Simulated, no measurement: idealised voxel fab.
process module | voxel transistor to metal
cross-section cut | 180 nm wide | cells 5 nm
A cross-section is a grid of square cells, given in bands from the top down. A band is one or more rows of cells.
Each band's line starts with the height of the band's top and of its bottom, in nm. Then come its materials from left to right, each with its width in nm. One material with "throughout" fills the band from edge to edge. "air" is empty space.
Height 0 is the level under which the wafer as received is all one material. The lowest band goes on downwards, as in "0 down".
A width such as "30 to 40" changes by the same amount from each row of cells to the next, from the band's top row to its bottom row.
"no change" after a step means that no cell of the cross-section changed.
closed voids: empty space of 8 cells or more with no open way to the top, each as width x height at its distance from the left edge, in nm
after a step's settings: what the simulator itself notes on the step
overlay nm, on a step with a mask: how far to the right of its planned place the mask lay; to the left if negative
plan
1 op RECEIVE | material Si
2 op OXIDIZE | depth nm 5
3 op CONFORMAL_DEP | material SiN | thk nm 15
4 op DIRECTIONAL_DEP | material aC | thk nm 15
5 op PATTERN | tone cover | mask id ACTIVE | material resist | width nm 95 | thk nm 35 | overlay nm 0
6 op DIRECTIONAL_ETCH | etch materials aC | depth nm 15
7 op STRIP | etch materials resist
8 op DIRECTIONAL_ETCH | etch materials SiN | depth nm 15
9 op DIRECTIONAL_ETCH | etch materials SiO2 | depth nm 5
10 op DIRECTIONAL_ETCH | etch materials Si | depth nm 20
11 op STRIP | etch materials aC
12 op OXIDIZE | depth nm 5
13 op FILL_DEP | material SiO2 | thk nm 15
14 op CMP | height nm 15
15 op SELECTIVE_ETCH | etch materials SiO2 | depth nm 5
16 op STRIP | etch materials SiN
17 op SELECTIVE_ETCH | etch materials SiO2 | depth nm 5
18 op OXIDIZE | depth nm 5
19 op DIRECTIONAL_DEP | material polySi | thk nm 20
20 op DIRECTIONAL_DEP | material SiCN | thk nm 15
21 op DIRECTIONAL_DEP | material aC | thk nm 10
22 op PATTERN | tone cover | mask id GATE | material resist | width nm 15 | thk nm 30 | overlay nm 0
23 op DIRECTIONAL_ETCH | etch materials aC | depth nm 10
24 op STRIP | etch materials resist
25 op DIRECTIONAL_ETCH | etch materials SiCN | depth nm 25
26 op DIRECTIONAL_ETCH | etch materials polySi | depth nm 30
27 op STRIP | etch materials aC
28 op CONFORMAL_DEP | material SiO2 | thk nm 5
29 op DIRECTIONAL_ETCH | etch materials SiO2 | depth nm 5
30 op CONFORMAL_DEP | material SiN | thk nm 5
31 op DIRECTIONAL_ETCH | etch materials SiN | depth nm 5
32 op DIRECTIONAL_ETCH | etch materials SiO2 | depth nm 5
33 op DIRECTIONAL_ETCH | etch materials Si | depth nm 10
34 op EPI | material SiGe | thk nm 10
35 op FILL_DEP | material SiO2 | thk nm 10
36 op CMP | height nm 30
37 op DIRECTIONAL_DEP | material SiO2 | thk nm 10
38 op DIRECTIONAL_DEP | material aC | thk nm 10
39 op PATTERN | tone open | mask id CONTACT | material resist | width nm 30 | pitch nm 55 | thk nm 25 | overlay nm 0
40 op DIRECTIONAL_ETCH | etch materials aC | depth nm 10
41 op STRIP | etch materials resist
42 op DIRECTIONAL_ETCH | etch materials SiO2 | depth nm 50
43 op STRIP | etch materials aC
44 op CONFORMAL_DEP | material TiN | thk nm 5
45 op FILL_DEP | material Ru | thk nm 10
46 op CMP | height nm 40
47 op CONFORMAL_DEP | material SiN | thk nm 5
48 op DIRECTIONAL_DEP | material lowk | thk nm 20
49 op PATTERN | tone open | mask id METAL_1 | material resist | width nm 15 | pitch nm 70 | thk nm 20 | overlay nm 0
50 op DIRECTIONAL_ETCH | etch materials lowk | depth nm 20
51 op DIRECTIONAL_ETCH | etch materials SiN | depth nm 5
52 op STRIP | etch materials resist
53 op CONFORMAL_DEP | material TiN | thk nm 5
54 op FILL_DEP | material Ru | thk nm 5
55 op CMP | height nm 65
56 op EPI | material Ru | thk nm 5
57 op FILL_DEP | material SiCN | thk nm 5
58 op DIRECTIONAL_DEP | material lowk | thk nm 30
59 op DIRECTIONAL_DEP | material aC | thk nm 15
60 op PATTERN | tone open | mask id METAL_2 | material resist | width nm 15 | pitch nm 70 | thk nm 35 | overlay nm 0
61 op DIRECTIONAL_ETCH | etch materials aC | depth nm 15
62 op STRIP | etch materials resist
63 op DIRECTIONAL_ETCH | etch materials lowk | depth nm 15
64 op STRIP | etch materials aC
65 op DIRECTIONAL_DEP | material aC | thk nm 10
66 op PATTERN | tone open | mask id METAL_2_HOLES | material resist | width nm 15 | pitch nm 70 | thk nm 30 | overlay nm 0
67 op DIRECTIONAL_ETCH | etch materials aC | depth nm 10
68 op STRIP | etch materials resist
69 op DIRECTIONAL_ETCH | etch materials lowk | depth nm 15
70 op DIRECTIONAL_ETCH | etch materials SiCN | depth nm 5
71 op STRIP | etch materials aC
72 op CONFORMAL_DEP | material TiN | thk nm 5
73 op FILL_DEP | material Cu | thk nm 5
74 op CMP | height nm 105
75 op CONFORMAL_DEP | material SiCN | thk nm 5
as received, after step 1
  0 down: Si throughout
  closed voids: none
a wafer at the end: this start, this plan, one mistake
  110 to 105: SiCN throughout
  105 to 75: lowk 45 | TiN 5 | Cu 5 | TiN 5 | lowk 55 | TiN 5 | Cu 5 | TiN 5 | lowk 50
  75 to 70: SiCN 45 | TiN 15 | SiCN 55 | TiN 15 | SiCN 50
  70 to 65: SiCN 40 | Ru 25 | SiCN 45 | Ru 25 | SiCN 45
  65 to 45: lowk 45 | TiN 5 | Ru 5 | TiN 5 | lowk 55 | TiN 5 | Ru 5 | TiN 5 | lowk 50
  45 to 40: SiN 45 | TiN 15 | SiN 55 | TiN 15 | SiN 50
  40 to 35: Ru 40 | TiN 5 | SiO2 30 | TiN 5 | Ru 15 | TiN 5 | SiO2 30 | TiN 5 | Ru 45
  35 to 30: Ru 40 | TiN 5 | SiO2 30 | TiN 25 | SiO2 30 | TiN 5 | Ru 45
  30 to 15: Ru 40 | TiN 5 | SiO2 25 | SiN 5 | TiN 5 | SiCN 15 | TiN 5 | SiN 5 | SiO2 25 | TiN 5 | Ru 45
  15 to 5: Ru 40 to 35 | TiN 5 to 10 | SiO2 25 | SiN 5 | TiN 5 | polySi 15 | TiN 5 | SiN 5 | SiO2 25 | TiN 5 to 10 | Ru 45 to 40
  5 to 0: Ru 35 | TiN 5 | SiN 5 | SiO2 25 | SiN 5 | TiN 5 | polySi 15 | TiN 5 | SiN 5 | SiO2 25 | SiN 5 | TiN 5 | Ru 40
  0 to -5: Ru 35 | TiN 5 | SiN 5 | SiO2 15 | SiGe 10 | SiN 5 | TiN 5 | polySi 15 | TiN 5 | SiN 5 | SiGe 10 | SiO2 15 | SiN 5 | TiN 5 | Ru 40
  -5 to -10: TiN 40 | SiO2 20 | SiGe 10 | SiO2 5 | TiN 5 | SiO2 15 | TiN 5 | SiO2 5 | SiGe 10 | SiO2 20 | TiN 45
  -10 to -20: SiO2 45 | SiGe 25 | Si 35 | SiGe 25 | SiO2 50
  -20 to -30: SiO2 45 | Si 85 | SiO2 50
  -30 down: Si throughout
  closed voids: none
what went wrong: step 39 ran as: op PATTERN | tone cover | mask id CONTACT | material resist | width nm 30 | pitch nm 55 | thk nm 25 | overlay nm 0
